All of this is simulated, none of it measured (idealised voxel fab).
The name of this process module is voxel self aligned vias.
Shown is cross-section cut, with a width of 190 nm and square cells of size 5 nm.
Cross-sections here: square-cell grids, written as top-down lists of bands, a band being one or more rows of cells.
First you get the band's top height and its bottom height, in nm, and then the materials it's made of, left to right, with each width in nm. If you see a single material with "all across", that one covers the band edge to edge. "blank" is empty space.
Counting heights begins at 0, where everything beneath is, in the wafer as received, one material. The lowest band has no bottom; it goes on downwards, as "0 -> down" shows.
A two-number width, for instance "30..40", indicates that the width is equal to the first number in the top row of the band and to the second number in the bottom row, and that it changes by a constant amount per row of cells.
"nothing different" for a step: no cell of the cross-section changed in that step.
"Closed empty spaces": sealed empty spaces, 8 cells or more, no open way to top, listed width x height at distance, with distance from the left edge and width, height and distance in nm.
Where a step's line continues beyond its settings, the continuation is a remark by the simulator itself on that step.
When a step includes a mask, the "overlay nm" setting on its line states how far to the right of its planned place that mask lay, and negative values state how far to the left.

### So here's the lineup of process steps we planned
1,RECEIVE, material Si
2,CONFORMAL_DEP, material SiO2, thk nm 15
3,CONFORMAL_DEP, material SiCN, thk nm 5
4,DIRECTIONAL_DEP, material SiO2, thk nm 30
5,PATTERN, tone open, mask id LINES, material resist, width nm 20, pitch nm 60, thk nm 20, overlay nm 0
6,DIRECTIONAL_ETCH, etch materials SiO2, depth nm 30
7,STRIP, etch materials resist
8,CONFORMAL_DEP, material TiN, thk nm 5
9,FILL_DEP, material Ru, thk nm 10
10,CMP, height nm 50
11,SELECTIVE_ETCH, etch materials W Ru TiN, depth nm 5
12,FILL_DEP, material SiN, thk nm 10
13,CMP, height nm 50
14,DIRECTIONAL_DEP, material SiO2, thk nm 15
15,PATTERN, tone open, mask id VIAS, material resist, width nm 40, thk nm 15, overlay nm 0
16,DIRECTIONAL_ETCH, etch materials SiO2, depth nm 15
17,DIRECTIONAL_ETCH, etch materials SiN, depth nm 5
18,STRIP, etch materials resist
19,CONFORMAL_DEP, material TiN, thk nm 5
20,FILL_DEP, material Ru, thk nm 5
21,CMP, height nm 65
22,CONFORMAL_DEP, material SiN, thk nm 5

### This is the cross-section of the wafer as we received it, i.e. after step 1
	0 -> down: Si all across
	Closed empty spaces: none

### Post-module cross-section of the first of two wafers (run per plan)
	70 -> 65: SiN all across
	65 -> 55: 45 nm SiO2, then 5 nm TiN, then 30 nm Ru, then 5 nm TiN, then 105 nm SiO2
	55 -> 50: 45 nm SiO2, then 15 nm TiN, then 10 nm Ru, then 15 nm TiN, then 105 nm SiO2
	50 -> 45: 55 nm SiO2, then 20 nm TiN, then 40 nm SiO2, then 20 nm SiN, then 55 nm SiO2
	45 -> 25: 55 nm SiO2, then 5 nm TiN, then 10 nm Ru, then 5 nm TiN, then 40 nm SiO2, then 5 nm TiN, then 10 nm Ru, then 5 nm TiN, then 55 nm SiO2
	25 -> 20: 55 nm SiO2, then 20 nm TiN, then 40 nm SiO2, then 20 nm TiN, then 55 nm SiO2
	20 -> 15: SiCN all across
	15 -> 0: SiO2 all across
	0 -> down: Si all across
	Closed empty spaces: none

### Cross-section of the latter of the two wafers at module completion. It had an identical start and an identical plan to the former; in running it, one mistake was made
	70 -> 65: SiN all across
	65 -> 55: 50 nm SiO2, then 5 nm TiN, then 30 nm Ru, then 5 nm TiN, then 100 nm SiO2
	55 -> 50: 50 nm SiO2, then 10 nm TiN, then 10 nm Ru, then 20 nm TiN, then 100 nm SiO2
	50 -> 45: 55 nm SiO2, then 20 nm TiN, then 40 nm SiO2, then 20 nm SiN, then 55 nm SiO2
	45 -> 25: 55 nm SiO2, then 5 nm TiN, then 10 nm Ru, then 5 nm TiN, then 40 nm SiO2, then 5 nm TiN, then 10 nm Ru, then 5 nm TiN, then 55 nm SiO2
	25 -> 20: 55 nm SiO2, then 20 nm TiN, then 40 nm SiO2, then 20 nm TiN, then 55 nm SiO2
	20 -> 15: SiCN all across
	15 -> 0: SiO2 all across
	0 -> down: Si all across
	Closed empty spaces: none
Where did the run depart from the plan? it should be noted that step 15 was executed with settings other than those planned, the operation and settings actually applied being PATTERN, tone open, mask id VIAS, material resist, width nm 40, thk nm 15, overlay nm 5
Final wafers compared: equal cell tally per material, rearranged layout.
